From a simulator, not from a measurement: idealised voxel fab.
Process module name: voxel transistor to metal
cross-section cut | 175 nm wide | cells 5 nm
In what follows, cross-sections appear as grids of square cells, described through bands that run from the top down, where every band is one or more rows of cells. Look at the band entry: it leads with the top's height and the bottom's height in nm. Then it lists the materials left to right, with a width in nm for each. The word "all across" on a single material says that material fills the band edge to edge. The word "empty" is empty space. Ref level 0: as-received wafer is one material below here. Bottom band extends down with no lower bound ("0 nm and below"). So if you see something like "30..40" for the width, read it as the top row of the band sitting at the first number and the bottom row at the second, with every row in between moving by the same amount as the last. You'll sometimes find "no change" written for a step, and that's the way of saying that nowhere in the cross-section did a cell change during that step. "Closed empty spaces" contains a list of empty spaces, each no smaller than 8 cells and without an open way to the top, written in the form width x height at distance with the distance from the left edge and all three in nm. That trailing text on a step's line, after the settings, is the simulator's own remark on the step. Among the settings permitted on a step's line is "overlay nm"; applied to a step with a mask, it specifies the extent to which the mask lay to the right of its planned position, whereas a negative figure signifies a position to the left.

-- Planned step list for the process
1,RECEIVE [material Si]
2,CONFORMAL_DEP [material SiO2] [thk nm 5]
3,CONFORMAL_DEP [material SiN] [thk nm 10]
4,PATTERN [tone cover] [mask id ACTIVE] [material resist] [width nm 115] [thk nm 15] [overlay nm 0]
5,DIRECTIONAL_ETCH [etch materials SiN] [depth nm 10]
6,DIRECTIONAL_ETCH [etch materials SiO2] [depth nm 5]
7,DIRECTIONAL_ETCH [etch materials Si] [depth nm 30]
8,STRIP [etch materials resist]
9,FILL_DEP [material SiO2] [thk nm 10]
10,CMP [height nm 15]
11,SELECTIVE_ETCH [etch materials SiO2] [depth nm 5]
12,STRIP [etch materials SiN]
13,SELECTIVE_ETCH [etch materials SiO2] [depth nm 5]
14,OXIDIZE [depth nm 5]
15,DIRECTIONAL_DEP [material polySi] [thk nm 25]
16,DIRECTIONAL_DEP [material SiCN] [thk nm 10]
17,DIRECTIONAL_DEP [material aC] [thk nm 15]
18,PATTERN [tone cover] [mask id GATE] [material resist] [width nm 25] [thk nm 30] [overlay nm 0]
19,DIRECTIONAL_ETCH [etch materials aC] [depth nm 15]
20,STRIP [etch materials resist]
21,DIRECTIONAL_ETCH [etch materials SiCN] [depth nm 20]
22,DIRECTIONAL_ETCH [etch materials polySi] [depth nm 35]
23,STRIP [etch materials aC]
24,CONFORMAL_DEP [material SiO2] [thk nm 5]
25,DIRECTIONAL_ETCH [etch materials SiO2] [depth nm 5]
26,CONFORMAL_DEP [material SiN] [thk nm 10]
27,DIRECTIONAL_ETCH [etch materials SiN] [depth nm 10]
28,DIRECTIONAL_ETCH [etch materials SiO2] [depth nm 5]
29,EPI [material SiGe] [thk nm 5]
30,FILL_DEP [material SiO2] [thk nm 5]
31,CMP [height nm 25]
32,STRIP [etch materials polySi]
33,SELECTIVE_ETCH [etch materials SiO2] [depth nm 5]
34,CONFORMAL_DEP [material HfO2] [thk nm 5]
35,CONFORMAL_DEP [material TiN] [thk nm 5]
36,FILL_DEP [material W] [thk nm 5]
37,CMP [height nm 20]
38,DIRECTIONAL_DEP [material SiO2] [thk nm 15]
39,DIRECTIONAL_DEP [material aC] [thk nm 10]
40,PATTERN [tone open] [mask id CONTACT] [material resist] [width nm 15] [pitch nm 80] [thk nm 25] [overlay nm 0]
41,DIRECTIONAL_ETCH [etch materials aC] [depth nm 10]
42,STRIP [etch materials resist]
43,DIRECTIONAL_ETCH [etch materials SiO2] [depth nm 35]
44,STRIP [etch materials aC]
45,CONFORMAL_DEP [material TiN] [thk nm 5]
46,FILL_DEP [material Ru] [thk nm 5]
47,CMP [height nm 35]
48,CONFORMAL_DEP [material SiN] [thk nm 5]
49,DIRECTIONAL_DEP [material SiO2] [thk nm 15]
50,MASKED_ETCH [tone open] [mask id METAL_1] [width nm 15] [pitch nm 80] [etch materials SiO2] [depth nm 15] [overlay nm 0]
51,MASKED_ETCH [tone open] [mask id METAL_1] [width nm 15] [pitch nm 80] [etch materials SiN] [depth nm 5] [overlay nm 0]
52,CONFORMAL_DEP [material TiN] [thk nm 5]
53,FILL_DEP [material Cu] [thk nm 10]
54,CMP [height nm 55]
55,EPI [material Ru] [thk nm 5]
56,FILL_DEP [material SiCN] [thk nm 5]
57,DIRECTIONAL_DEP [material SiO2] [thk nm 30]
58,MASKED_ETCH [tone open] [mask id METAL_2] [width nm 15] [pitch nm 80] [etch materials SiO2] [depth nm 20] [overlay nm 0]
59,PATTERN [tone open] [mask id METAL_2_HOLES] [material resist] [width nm 15] [pitch nm 80] [thk nm 20] [overlay nm 0]
60,DIRECTIONAL_ETCH [etch materials SiO2] [depth nm 10]
61,DIRECTIONAL_ETCH [etch materials SiCN] [depth nm 5]
62,STRIP [etch materials resist]
63,CONFORMAL_DEP [material TiN] [thk nm 5]
64,FILL_DEP [material Cu] [thk nm 10]
65,CMP [height nm 95]
66,CONFORMAL_DEP [material SiCN] [thk nm 5]

-- Cross-section, incoming material, after step 1
	0 nm and below | Si all across
	Closed empty spaces: none

-- Run as planned - first of the two wafers cross-sectioned at the end of the module
	100 nm to 95 nm | SiCN all across
	95 nm to 65 nm | SiO2: 40, then TiN: 5, then Cu: 5, then TiN: 5, then SiO2: 65, then TiN: 5, then Cu: 5, then TiN: 5, then SiO2: 40
	65 nm to 60 nm | SiCN: 40, then TiN: 15, then SiCN: 65, then TiN: 15, then SiCN: 40
	60 nm to 55 nm | SiCN: 35, then Ru: 25, then SiCN: 55, then Ru: 25, then SiCN: 35
	55 nm to 40 nm | SiO2: 40, then TiN: 5, then Cu: 5, then TiN: 5, then SiO2: 65, then TiN: 5, then Cu: 5, then TiN: 5, then SiO2: 40
	40 nm to 35 nm | SiN: 40, then TiN: 15, then SiN: 65, then TiN: 15, then SiN: 40
	35 nm to 20 nm | SiO2: 40, then TiN: 5, then Ru: 5, then TiN: 5, then SiO2: 65, then TiN: 5, then Ru: 5, then TiN: 5, then SiO2: 40
	20 nm to 5 nm | SiO2: 40, then TiN: 5, then Ru: 5, then TiN: 5, then SiO2: 5, then SiN: 10, then HfO2: 5, then TiN: 5, then W: 15, then TiN: 5, then HfO2: 5, then SiN: 10, then SiO2: 5, then TiN: 5, then Ru: 5, then TiN: 5, then SiO2: 40
	5 nm to 0 nm | SiO2: 30, then SiN: 10, then TiN: 15, then SiO2: 5, then SiN: 10, then HfO2: 5, then TiN: 25, then HfO2: 5, then SiN: 10, then SiO2: 5, then TiN: 15, then SiN: 10, then SiO2: 30
	0 nm to -5 nm | SiO2: 40, then SiGe: 20, then SiO2: 10, then HfO2: 35, then SiO2: 10, then SiGe: 20, then SiO2: 40
	-5 nm to -30 nm | SiO2: 30, then Si: 115, then SiO2: 30
	-30 nm and below | Si all across
	Closed empty spaces: none

-- Second wafer of the two, sectioned at the end of the module. It began like the first and followed the same plan, but one mistake was made while running it
	100 nm to 95 nm | SiCN all across
	95 nm to 65 nm | SiO2: 40, then TiN: 5, then Cu: 5, then TiN: 5, then SiO2: 65, then TiN: 5, then Cu: 5, then TiN: 5, then SiO2: 40
	65 nm to 60 nm | SiCN: 40, then TiN: 15, then SiCN: 65, then TiN: 15, then SiCN: 40
	60 nm to 55 nm | SiCN: 35, then Ru: 25, then SiCN: 55, then Ru: 25, then SiCN: 35
	55 nm to 45 nm | SiO2: 40, then TiN: 5, then Cu: 5, then TiN: 5, then SiO2: 65, then TiN: 5, then Cu: 5, then TiN: 5, then SiO2: 40
	45 nm to 40 nm | SiO2: 40, then TiN: 15, then SiO2: 65, then TiN: 15, then SiO2: 40
	40 nm to 35 nm | SiN: 50, then TiN: 5, then SiN: 75, then TiN: 5, then SiN: 40
	35 nm to 20 nm | SiO2: 40, then TiN: 5, then Ru: 5, then TiN: 5, then SiO2: 65, then TiN: 5, then Ru: 5, then TiN: 5, then SiO2: 40
	20 nm to 5 nm | SiO2: 40, then TiN: 5, then Ru: 5, then TiN: 5, then SiO2: 5, then SiN: 10, then HfO2: 5, then TiN: 5, then W: 15, then TiN: 5, then HfO2: 5, then SiN: 10, then SiO2: 5, then TiN: 5, then Ru: 5, then TiN: 5, then SiO2: 40
	5 nm to 0 nm | SiO2: 30, then SiN: 10, then TiN: 15, then SiO2: 5, then SiN: 10, then HfO2: 5, then TiN: 25, then HfO2: 5, then SiN: 10, then SiO2: 5, then TiN: 15, then SiN: 10, then SiO2: 30
	0 nm to -5 nm | SiO2: 40, then SiGe: 20, then SiO2: 10, then HfO2: 35, then SiO2: 10, then SiGe: 20, then SiO2: 40
	-5 nm to -30 nm | SiO2: 30, then Si: 115, then SiO2: 30
	-30 nm and below | Si all across
	Closed empty spaces: none
The mistake made against the process plan was this: rather than as planned, step 51 actually ran as MASKED_ETCH [tone open] [mask id METAL_1] [width nm 15] [pitch nm 80] [etch materials SiN] [depth nm 5] [overlay nm 10]
End of process, cell counts, second wafer against first, materials with more or fewer: 2 fewer of Cu; 4 more of SiN; 2 fewer of TiN
